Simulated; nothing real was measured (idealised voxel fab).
This section sets out a process module, namely voxel trench capacitor.
The cross-section shown here is cut; it is 140 nm wide and divided into square cells measuring 5 nm on a side.
Cross-section layout: square cells on a grid; listed as bands, top to bottom; a band spans one or more cell rows.
Basically the band line says how high the top is and how high the bottom is, in nm, and then what's in it from left to right, every material with its width in nm. Empty space shows up as "blank", and if a single material carries "throughout" it runs the full band edge to edge.
Height is counted from the level 0, under which the received wafer is composed throughout of one material. The lowest of the bands is not closed at the bottom but continues downward, in the notation "z 0 and below".
Top row gets the first number, bottom row gets the second, and each row in between changes by the same step: that is how a band width like "30 to 40" works.
Any step labelled "stayed the same" changed none of the cells in the cross-section.
Empty spaces counting at least 8 cells and having no open way to the top are listed in "Closed void listing". The notation width x height at distance is used for each, the distance being from the left edge and all three values in nm.
Read whatever lies past the settings on a step's line as the simulator's own remark about the step.
overlay nm: mask right of planned place by this much (step with mask). Neg. = left.

This section lists the process steps that were planned
1) RECEIVE [material Si]
2) CONFORMAL_DEP [material SiN] [thk nm 10]
3) PATTERN [tone open] [mask id TRENCH] [material resist] [width nm 20] [pitch nm 40] [thk nm 15] [overlay nm 0]
4) DIRECTIONAL_ETCH [etch materials SiN] [depth nm 10]
5) DIRECTIONAL_ETCH [etch materials Si] [depth nm 25]
6) STRIP [etch materials resist]
7) CONFORMAL_DEP [material SiO2] [thk nm 5]
8) FILL_DEP [material polySi] [thk nm 10]
9) CMP [height nm 10]

First of two wafers, processed according to plan

So this is the incoming wafer in cross-section - it's already been through step 1
    z 0 and below  Si throughout
    Closed void listing: none

Presented here is a cross-section of the wafer after step 2 has been performed
    z 10 to 0  SiN throughout
    No changes below 0.

Presented here is a cross-section of the wafer after step 3 has been performed
    z 25 to 10  resist: 40  blank: 20  resist: 20  blank: 20  resist: 40
    No changes below 10.

Presented here is a cross-section of the wafer after step 4 has been performed
    z 25 to 10  resist: 40  blank: 20  resist: 20  blank: 20  resist: 40
    z 10 to 0  SiN: 40  blank: 20  SiN: 20  blank: 20  SiN: 40
    No changes below 0.

Presented here is a cross-section of the wafer after step 5 has been performed
    z 25 to 10  resist: 40  blank: 20  resist: 20  blank: 20  resist: 40
    z 10 to 0  SiN: 40  blank: 20  SiN: 20  blank: 20  SiN: 40
    z 0 to -25  Si: 40  blank: 20  Si: 20  blank: 20  Si: 40
    No changes below -25.

Presented here is a cross-section of the wafer after step 6 has been performed
    z 10 to 0  SiN: 40  blank: 20  SiN: 20  blank: 20  SiN: 40
    No changes below 0.

Presented here is a cross-section of the wafer after step 7 has been performed
    z 15 to 10  SiO2: 45  blank: 10  SiO2: 30  blank: 10  SiO2: 45
    z 10 to 0  SiN: 40  SiO2: 5  blank: 10  SiO2: 5  SiN: 20  SiO2: 5  blank: 10  SiO2: 5  SiN: 40
    z 0 to -20  Si: 40  SiO2: 5  blank: 10  SiO2: 5  Si: 20  SiO2: 5  blank: 10  SiO2: 5  Si: 40
    z -20 to -25  Si: 40  SiO2: 20  Si: 20  SiO2: 20  Si: 40
    No changes below -25.

Presented here is a cross-section of the wafer after step 8 has been performed
    z 25 to 15  polySi throughout
    z 15 to 10  SiO2: 45  polySi: 10  SiO2: 30  polySi: 10  SiO2: 45
    z 10 to 0  SiN: 40  SiO2: 5  polySi: 10  SiO2: 5  SiN: 20  SiO2: 5  polySi: 10  SiO2: 5  SiN: 40
    z 0 to -20  Si: 40  SiO2: 5  polySi: 10  SiO2: 5  Si: 20  SiO2: 5  polySi: 10  SiO2: 5  Si: 40
    No changes below -20.

Presented here is a cross-section of the wafer after step 9 has been performed
    z 10 to 0  SiN: 40  SiO2: 5  polySi: 10  SiO2: 5  SiN: 20  SiO2: 5  polySi: 10  SiO2: 5  SiN: 40
    No changes below 0.

Second of two: same start, same plan, one run error; steps up to and including 4 match the first

X-section, second wafer, when step 5 was due to finish
    z 10 to 0  SiN: 40  blank: 20  SiN: 20  blank: 20  SiN: 40
    No changes below 0.

X-section, second wafer, when step 6 was due to finish
    z 10 to 0  SiN: 40  blank: 20  SiN: 20  blank: 20  SiN: 40
    z 0 to -25  Si: 40  blank: 20  Si: 20  blank: 20  Si: 40
    No changes below -25.

X-section, second wafer, when step 7 was due to finish
    z 15 to 10  SiO2: 45  blank: 10  SiO2: 30  blank: 10  SiO2: 45
    z 10 to 0  SiN: 40  SiO2: 5  blank: 10  SiO2: 5  SiN: 20  SiO2: 5  blank: 10  SiO2: 5  SiN: 40
    z 0 to -20  Si: 40  SiO2: 5  blank: 10  SiO2: 5  Si: 20  SiO2: 5  blank: 10  SiO2: 5  Si: 40
    z -20 to -25  Si: 40  SiO2: 20  Si: 20  SiO2: 20  Si: 40
    No changes below -25.

X-section, second wafer, when step 8 was due to finish
    z 25 to 15  polySi throughout
    z 15 to 10  SiO2: 45  polySi: 10  SiO2: 30  polySi: 10  SiO2: 45
    z 10 to 0  SiN: 40  SiO2: 5  polySi: 10  SiO2: 5  SiN: 20  SiO2: 5  polySi: 10  SiO2: 5  SiN: 40
    z 0 to -20  Si: 40  SiO2: 5  polySi: 10  SiO2: 5  Si: 20  SiO2: 5  polySi: 10  SiO2: 5  Si: 40
    No changes below -20.

X-section, second wafer, when step 9 was due to finish
    z 10 to 0  SiN: 40  SiO2: 5  polySi: 10  SiO2: 5  SiN: 20  SiO2: 5  polySi: 10  SiO2: 5  SiN: 40
    No changes below 0.
Want to know what went wrong? steps 5 and 6 run out of order (swapped)
If you compare the two wafers at the end, their cross-sections are the same, so as far as this model is concerned the mistake changes nothing.
